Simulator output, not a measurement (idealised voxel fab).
Process module under the name voxel self aligned vias
The cross-section on display is named cut; it measures 290 nm wide, and its cells are 5 nm squares.
A cross-section is written here as square cells arranged in a grid, and it is given in bands from the top down, each band taking up one or more rows of cells.
What a band's entry tells you: where the top is and where the bottom is, as heights in nm, and after that what lies inside, material by material from left to right, each with its width in nm. Empty space is written as the word "blank", and a single material marked with the word "all across" occupies the band from edge to edge.
Note: height 0 marks the level under which the wafer is uniformly one material as received. Lowest band unbounded below, written "0 nm and below".
With a width like "30..40", each row of cells in the band differs from the next by the same amount, the top row carrying the first number and the bottom row the second.
When a step is marked "nothing changed", none of the cells in the cross-section changed during that step.
Look at "Sealed voids" for the closed voids: empty spaces with no open path to the top, sized 8 cells or up. Each is width x height at distance, distance from the left edge, all nm.
Anything after a step's settings on that line? It's the simulator's own note about the step.
When a step includes a mask, the "overlay nm" setting on its line states how far to the right of its planned place that mask lay, and negative values state how far to the left.
The following list gives the planned process steps:
- 1: RECEIVE, material Si
- 2: CONFORMAL_DEP, material SiO2, thk nm 15
- 3: CONFORMAL_DEP, material SiCN, thk nm 5
- 4: DIRECTIONAL_DEP, material lowk, thk nm 30
- 5: DIRECTIONAL_DEP, material aC, thk nm 15
- 6: PATTERN, tone open, mask id LINES, material resist, width nm 25, pitch nm 60, thk nm 35, overlay nm 0
- 7: DIRECTIONAL_ETCH, etch materials aC, depth nm 15
- 8: STRIP, etch materials resist
- 9: DIRECTIONAL_ETCH, etch materials lowk, depth nm 30
- 10: STRIP, etch materials aC
- 11: CONFORMAL_DEP, material TiN, thk nm 5
- 12: FILL_DEP, material W, thk nm 10
- 13: CMP, height nm 50
- 14: SELECTIVE_ETCH, etch materials W Ru TiN, depth nm 5
- 15: FILL_DEP, material SiN, thk nm 10
- 16: CMP, height nm 50
- 17: DIRECTIONAL_DEP, material lowk, thk nm 15
- 18: MASKED_ETCH, tone open, mask id VIAS, width nm 45, pitch nm 60, etch materials lowk, depth nm 15, overlay nm 0
- 19: MASKED_ETCH, tone open, mask id VIAS, width nm 45, pitch nm 60, etch materials SiN, depth nm 5, overlay nm 0
- 20: CONFORMAL_DEP, material TiN, thk nm 5
- 21: FILL_DEP, material Cu, thk nm 5
- 22: CMP, height nm 55
- 23: CONFORMAL_DEP, material SiCN, thk nm 5
The value of height nm given for step 22 in the plan refers to the first wafer; the wafers vary in this setting and are alike at the start.
As-received state after step 1, first of several wafers, cross-section:
    0 nm and below | Si all across
    Sealed voids: none
Take any row and you have a wafer at the end of the module: how many cells of each material it has gained (+) or lost (-) since it was received, and then its closed voids:
height nm 55; +9 Cu; +116 SiCN; +174 SiO2; +72 TiN; +36 W; +289 lowk; Sealed voids: none
height nm 60; +30 Cu; +116 SiCN; +174 SiO2; +78 TiN; +36 W; +320 lowk; Sealed voids: none
height nm 65; +51 Cu; +116 SiCN; +174 SiO2; +84 TiN; +36 W; +351 lowk; Sealed voids: none
height nm 70; +72 Cu; +116 SiCN; +174 SiO2; +121 TiN; +36 W; +351 lowk; Sealed voids: none
height nm 75; +130 Cu; +116 SiCN; +174 SiO2; +121 TiN; +36 W; +351 lowk; Sealed voids: none
